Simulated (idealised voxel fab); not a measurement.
Herein follows the process module entitled voxel capacitor over wiring.
The width of the displayed cross-section, cut, is 300 nm; its cells are square, with a size of 5 nm.
A cross-section is a grid of square cells, given in bands from the top down. A band is one or more rows of cells.
Per band: top height and bottom height in nm, followed by the left-to-right materials and their widths in nm; "all across" marks a single material spanning edge to edge, "empty" marks empty space.
Heights from 0 (as-received wafer is one material below). Bottom band endless downward, as "from 0 down".
It should be noted that a width expressed as "30->40" varies in equal increments from row to row of cells within the band, taking the value of the first number at the top row and that of the second number at the bottom row.
It should be understood that the words "everything unchanged", when stated for a given step, signify that the cross-section underwent no change in any of its cells during that step.
Listed in "Closed void listing": every empty space of 8 or more cells without an open way to the top. Form: width x height at distance, the distance being from the left edge, all in nm.
It should be noted that, on the line of a given step, the content following the step's settings is a remark produced by the simulator itself with respect to that step.
A step line may carry the setting "overlay nm", which, for steps involving a mask, states the distance by which the mask lay to the right of its intended position; negative values denote displacement to the left.
These are the steps we planned for the process:
1: RECEIVE,material Si
2: CONFORMAL_DEP,material SiO2,thk nm 15
3: DIRECTIONAL_DEP,material TiN,thk nm 5
4: DIRECTIONAL_DEP,material Ru,thk nm 15
5: DIRECTIONAL_DEP,material aC,thk nm 10
6: PATTERN,tone cover,mask id METAL_1,material resist,width nm 25,pitch nm 80,thk nm 25,overlay nm 0
7: DIRECTIONAL_ETCH,etch materials aC,depth nm 10
8: STRIP,etch materials resist
9: DIRECTIONAL_ETCH,etch materials Ru,depth nm 15
10: DIRECTIONAL_ETCH,etch materials TiN,depth nm 5
11: STRIP,etch materials aC
12: FILL_DEP,material SiO2,thk nm 10
13: CMP,height nm 35
14: CONFORMAL_DEP,material SiCN,thk nm 5
15: DIRECTIONAL_DEP,material SiO2,thk nm 20
16: MASKED_ETCH,tone open,mask id PLUG_1,width nm 15,etch materials SiO2,depth nm 20,overlay nm 0
17: MASKED_ETCH,tone open,mask id PLUG_1,width nm 15,etch materials SiCN,depth nm 5,overlay nm 0
18: CONFORMAL_DEP,material TiN,thk nm 5
19: FILL_DEP,material Ru,thk nm 5
20: CMP,height nm 60
21: DIRECTIONAL_DEP,material TiN,thk nm 10
22: DIRECTIONAL_DEP,material Al2O3,thk nm 5
23: DIRECTIONAL_DEP,material TiN,thk nm 5
24: MASKED_ETCH,tone cover,mask id UPPER_PLATE,width nm 60,etch materials TiN,depth nm 5,overlay nm 0
25: MASKED_ETCH,tone cover,mask id UPPER_PLATE,width nm 60,etch materials Al2O3,depth nm 5,overlay nm 0
26: MASKED_ETCH,tone cover,mask id LOWER_PLATE,width nm 70,etch materials TiN,depth nm 10,overlay nm 0
27: FILL_DEP,material SiO2,thk nm 15
28: CMP,height nm 90
29: DIRECTIONAL_DEP,material aC,thk nm 15
30: PATTERN,tone open,mask id PLUG_2,material resist,width nm 15,thk nm 35,overlay nm 0
31: DIRECTIONAL_ETCH,etch materials aC,depth nm 15
32: STRIP,etch materials resist
33: DIRECTIONAL_ETCH,etch materials SiO2,depth nm 10
34: STRIP,etch materials aC
35: CONFORMAL_DEP,material TiN,thk nm 5
36: FILL_DEP,material Ru,thk nm 5
37: CMP,height nm 90
38: CONFORMAL_DEP,material SiN,thk nm 5
This is the cross-section of the wafer as we received it, i.e. after step 1:
> from 0 down  Si all across
> Closed void listing: none
Cross-sectional image of the first of two wafers at the end of the module, the run having proceeded as planned:
> from 95 to 90  SiN all across
> from 90 to 85  115 SiO2 / 5 TiN / 5 Ru / 5 TiN / 170 SiO2
> from 85 to 75  115->105 SiO2 / 15->60 TiN / 170->135 SiO2
> from 75 to 70  105 SiO2 / 60 Al2O3 / 135 SiO2
> from 70 to 60  100 SiO2 / 70 TiN / 130 SiO2
> from 60 to 40  105 SiO2 / 5 TiN / 5 Ru / 5 TiN / 180 SiO2
> from 40 to 35  105 SiCN / 15 TiN / 180 SiCN
> from 35 to 20  95 SiO2 / 25 Ru / 55 SiO2 / 25 Ru / 100 SiO2
> from 20 to 15  95 SiO2 / 25 TiN / 55 SiO2 / 25 TiN / 100 SiO2
> from 15 to 0  SiO2 all across
> from 0 down  Si all across
> Closed void listing: none
Cross-section, second wafer: same start as the first, same plan as the first, one mistake in running it; taken at the end of the module:
> from 95 to 90  SiN all across
> from 90 to 85  115 SiO2 / 5 TiN / 5 Ru / 5 TiN / 170 SiO2
> from 85 to 75  115->105 SiO2 / 15->60 TiN / 170->135 SiO2
> from 75 to 70  105 SiO2 / 60 Al2O3 / 135 SiO2
> from 70 to 60  100 SiO2 / 70 TiN / 130 SiO2
> from 60 to 40  105 SiO2 / 5 TiN / 5 Ru / 5 TiN / 180 SiO2
> from 40 to 35  105 SiCN / 15 TiN / 180 SiCN
> from 35 to 20  100 SiO2 / 15 Ru / 65 SiO2 / 15 Ru / 105 SiO2
> from 20 to 15  100 SiO2 / 15 TiN / 65 SiO2 / 15 TiN / 105 SiO2
> from 15 to 0  SiO2 all across
> from 0 down  Si all across
> Closed void listing: none
Run error: step 6 did not use the planned setting and instead ran as PATTERN,tone cover,mask id METAL_1,material resist,width nm 15,pitch nm 80,thk nm 25,overlay nm 0
The second wafer ends with more or fewer cells of some materials than the first, per final count: Ru -12 | SiO2 +16 | TiN -4
